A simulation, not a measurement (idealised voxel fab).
process module | voxel wiring stack
cross-section cut | 280 nm wide | cells 5 nm
A cross-section is a grid of square cells, given in bands from the top down. A band is one or more rows of cells.
Each band's line starts with the height of the band's top and of its bottom, in nm. Then come its materials from left to right, each with its width in nm. One material with "throughout" fills the band from edge to edge. "air" is empty space.
Height 0 is the level under which the wafer as received is all one material. The lowest band goes on downwards, as in "0 down".
A width such as "30 to 40" changes by the same amount from each row of cells to the next, from the band's top row to its bottom row.
"no change" after a step means that no cell of the cross-section changed.
closed voids: empty space of 8 cells or more with no open way to the top, each as width x height at its distance from the left edge, in nm
after a step's settings: what the simulator itself notes on the step
overlay nm, on a step with a mask: how far to the right of its planned place the mask lay; to the left if negative
plan
1 op RECEIVE | material Si
2 op CONFORMAL_DEP | material SiO2 | thk nm 10
3 op DIRECTIONAL_DEP | material TiN | thk nm 5
4 op DIRECTIONAL_DEP | material W | thk nm 15
5 op PATTERN | tone cover | mask id METAL_1 | material resist | width nm 30 | pitch nm 55 | thk nm 15 | overlay nm 0
6 op DIRECTIONAL_ETCH | etch materials W | depth nm 15
7 op DIRECTIONAL_ETCH | etch materials TiN | depth nm 5
8 op STRIP | etch materials resist
9 op FILL_DEP | material SiO2 | thk nm 10
10 op CMP | height nm 30
11 op CONFORMAL_DEP | material SiCN | thk nm 5
12 op DIRECTIONAL_DEP | material lowk | thk nm 20
13 op PATTERN | tone open | mask id PLUG_1 | material resist | width nm 15 | pitch nm 55 | thk nm 15 | overlay nm 0
14 op DIRECTIONAL_ETCH | etch materials lowk | depth nm 20
15 op DIRECTIONAL_ETCH | etch materials SiCN | depth nm 5
16 op STRIP | etch materials resist
17 op CONFORMAL_DEP | material TiN | thk nm 5
18 op FILL_DEP | material Ru | thk nm 5
19 op CMP | height nm 55
20 op DIRECTIONAL_DEP | material TiN | thk nm 5
21 op DIRECTIONAL_DEP | material Ru | thk nm 15
22 op PATTERN | tone cover | mask id METAL_2 | material resist | width nm 20 | pitch nm 55 | thk nm 20 | overlay nm 0
23 op DIRECTIONAL_ETCH | etch materials Ru | depth nm 15
24 op DIRECTIONAL_ETCH | etch materials TiN | depth nm 5
25 op STRIP | etch materials resist
26 op CONFORMAL_DEP | material SiCN | thk nm 5
27 op FILL_DEP | material SiO2 | thk nm 5
28 op CMP | height nm 75
29 op CONFORMAL_DEP | material SiN | thk nm 5
varied across the wafers: width nm of step 22. The plan shows the first wafer's value. All wafers start alike
first wafer as received, after step 1
  0 down: Si throughout
  closed voids: none
each wafer at the end: cells of each material gained (+) or lost (-) since it was received, then its closed voids
width nm 20 | +32 Ru | +110 SiCN | +56 SiN | +420 SiO2 | +42 TiN | +36 W | +200 lowk | closed voids: none
width nm 25 | +38 Ru | +108 SiCN | +56 SiN | +414 SiO2 | +44 TiN | +36 W | +200 lowk | closed voids: none
width nm 30 | +44 Ru | +106 SiCN | +56 SiN | +408 SiO2 | +46 TiN | +36 W | +200 lowk | closed voids: none
width nm 35 | +50 Ru | +104 SiCN | +56 SiN | +402 SiO2 | +48 TiN | +36 W | +200 lowk | closed voids: none
width nm 40 | +56 Ru | +102 SiCN | +56 SiN | +396 SiO2 | +50 TiN | +36 W | +200 lowk | closed voids: none
